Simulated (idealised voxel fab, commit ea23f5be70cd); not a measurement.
Process module name: voxel transistor to metal
FYI the section here is cut, 190 nm wide, cells are 5 nm squares.
Notation: cross-section as square-cell grid; stated in bands, top first, going down; one or more cell rows per band.
Band entry format. Leading values: height of top, height of bottom, nm. Remainder: materials in left-to-right order, each with its width in nm. Special words: "everywhere" on a single material, which then fills the band edge to edge; "empty", empty space.
Height is counted from the level 0, under which the received wafer is composed throughout of one material. The lowest of the bands is not closed at the bottom but continues downward, in the notation "from 0 down".
Width "30->40": first value at the band's top row of cells, second value at its bottom row, equal change from row to row.
No cell of the cross-section changed in a step that is given as "remained the same".
Entry "Closed void list". Content: empty spaces with no open connection to the top, size 8 cells or greater. Each: width x height at distance. Distance: from left edge. Unit: nm.
That trailing text on a step's line, after the settings, is the simulator's own remark on the step.
"overlay nm" on a masked step: distance the mask lay right of its planned place, negative for left.
-- Steps planned for the process
1. RECEIVE [material Si]
2. OXIDIZE [depth nm 5]
3. CONFORMAL_DEP [material SiN] [thk nm 15]
4. MASKED_ETCH [tone cover] [mask id ACTIVE] [width nm 135] [etch materials SiN] [depth nm 15] [overlay nm 0]
5. MASKED_ETCH [tone cover] [mask id ACTIVE] [width nm 135] [etch materials SiO2] [depth nm 5] [overlay nm 0]
6. MASKED_ETCH [tone cover] [mask id ACTIVE] [width nm 135] [etch materials Si] [depth nm 20] [overlay nm 0]
7. FILL_DEP [material SiO2] [thk nm 10]
8. CMP [height nm 15]
9. SELECTIVE_ETCH [etch materials SiO2] [depth nm 5]
10. STRIP [etch materials SiN]
11. SELECTIVE_ETCH [etch materials SiO2] [depth nm 5]
12. OXIDIZE [depth nm 5]
13. DIRECTIONAL_DEP [material polySi] [thk nm 30]
14. DIRECTIONAL_DEP [material SiCN] [thk nm 10]
15. DIRECTIONAL_DEP [material aC] [thk nm 15]
16. PATTERN [tone cover] [mask id GATE] [material resist] [width nm 35] [thk nm 30] [overlay nm 0]
17. DIRECTIONAL_ETCH [etch materials aC] [depth nm 15]
18. STRIP [etch materials resist]
19. DIRECTIONAL_ETCH [etch materials SiCN] [depth nm 20]
20. DIRECTIONAL_ETCH [etch materials polySi] [depth nm 40]
21. STRIP [etch materials aC]
22. CONFORMAL_DEP [material SiN] [thk nm 5]
23. DIRECTIONAL_ETCH [etch materials SiN] [depth nm 5]
24. DIRECTIONAL_ETCH [etch materials SiO2] [depth nm 5]
25. DIRECTIONAL_ETCH [etch materials Si] [depth nm 5]
26. EPI [material nSi] [thk nm 5]
27. FILL_DEP [material SiO2] [thk nm 10]
28. CMP [height nm 25]
29. STRIP [etch materials polySi]
30. SELECTIVE_ETCH [etch materials SiO2] [depth nm 5]
31. CONFORMAL_DEP [material HfO2] [thk nm 5]
32. CONFORMAL_DEP [material TiN] [thk nm 5]
33. FILL_DEP [material W] [thk nm 10]
34. CMP [height nm 20]
35. DIRECTIONAL_DEP [material SiO2] [thk nm 15]
36. MASKED_ETCH [tone open] [mask id CONTACT] [width nm 20] [pitch nm 95] [etch materials SiO2] [depth nm 45] [overlay nm 0]
37. CONFORMAL_DEP [material TiN] [thk nm 5]
38. FILL_DEP [material W] [thk nm 5]
39. CMP [height nm 35]
40. DIRECTIONAL_DEP [material TiN] [thk nm 5]
41. DIRECTIONAL_DEP [material W] [thk nm 20]
42. MASKED_ETCH [tone cover] [mask id METAL_1] [width nm 20] [pitch nm 95] [etch materials W] [depth nm 20] [overlay nm 0]
43. MASKED_ETCH [tone cover] [mask id METAL_1] [width nm 20] [pitch nm 95] [etch materials TiN] [depth nm 5] [overlay nm 0]
44. FILL_DEP [material lowk] [thk nm 10]
45. CMP [height nm 60]
46. CONFORMAL_DEP [material SiCN] [thk nm 5]
-- Delivered wafer in cross-section: state after step 1
	from 0 down  Si everywhere
	Closed void list: none
-- End-of-module XS, first of two wafers, run as planned
	from 65 to 60  SiCN everywhere
	from 60 to 40  lowk 35  W 20  lowk 75  W 20  lowk 40
	from 40 to 35  lowk 35  TiN 20  lowk 75  TiN 20  lowk 40
	from 35 to 20  SiO2 35  TiN 5  W 10  TiN 5  SiO2 75  TiN 5  W 10  TiN 5  SiO2 40
	from 20 to 5  SiO2 35  TiN 5  W 10  TiN 5  SiO2 15  SiN 5  HfO2 5  TiN 5  W 15  TiN 5  HfO2 5  SiN 5  SiO2 15  TiN 5  W 10  TiN 5  SiO2 40
	from 5 to 0  SiO2 20  SiN 5  SiO2 10  TiN 5  W 10  TiN 5  SiO2 15  SiN 5  HfO2 5  TiN 5  W 15  TiN 5  HfO2 5  SiN 5  SiO2 15  TiN 5  W 10  TiN 5  SiO2 10  SiN 5  SiO2 25
	from 0 to -5  SiO2 20  SiN 5  SiO2 10  TiN 5  W 10  TiN 5  SiO2 15  SiN 5  HfO2 5  TiN 25  HfO2 5  SiN 5  SiO2 15  TiN 5  W 10  TiN 5  SiO2 10  SiN 5  SiO2 25
	from -5 to -10  SiO2 35  TiN 20  SiO2 10  nSi 5  HfO2 45  nSi 5  SiO2 10  TiN 20  SiO2 40
	from -10 to -15  SiO2 25  nSi 45  Si 45  nSi 45  SiO2 30
	from -15 to -25  SiO2 25  Si 135  SiO2 30
	from -25 down  Si everywhere
	Closed void list: none
-- Second wafer of the two, sectioned at the end of the module. It began like the first and followed the same plan, but one mistake was made while running it
	from 65 to 60  SiCN everywhere
	from 60 to 40  lowk 35  W 20  lowk 75  W 20  lowk 40
	from 40 to 35  lowk 35  TiN 20  lowk 75  TiN 20  lowk 40
	from 35 to 20  SiO2 35  TiN 5  W 10  TiN 5  SiO2 75  TiN 5  W 10  TiN 5  SiO2 40
	from 20 to 5  SiO2 35  TiN 5  W 10  TiN 5  SiO2 15  SiN 5  HfO2 5  TiN 5  W 15  TiN 5  HfO2 5  SiN 5  SiO2 15  TiN 5  W 10  TiN 5  SiO2 40
	from 5 to 0  SiO2 20  SiN 5  SiO2 10  TiN 5  W 10  TiN 5  SiO2 15  SiN 5  HfO2 5  TiN 5  W 15  TiN 5  HfO2 5  SiN 5  SiO2 15  TiN 5  W 10  TiN 5  SiO2 10  SiN 5  SiO2 25
	from 0 to -5  SiO2 20  SiN 5  SiO2 10  TiN 5  W 10  TiN 5  SiO2 15  SiN 5  HfO2 5  TiN 25  HfO2 5  SiN 5  SiO2 15  TiN 5  W 10  TiN 5  SiO2 10  SiN 5  SiO2 25
	from -5 to -10  SiO2 35  TiN 20  SiO2 10  nSi 5  HfO2 45  nSi 5  SiO2 10  TiN 20  SiO2 40
	from -10 to -15  SiO2 25  nSi 45  Si 45  nSi 45  SiO2 30
	from -15 to -45  SiO2 25  Si 135  SiO2 30
	from -45 down  Si everywhere
	Closed void list: none
Error vs. plan: step 6, plan: ran twice
End check, counted in cells, second wafer has more or fewer of these materials than the first: 44 fewer of Si | 44 more of SiO2
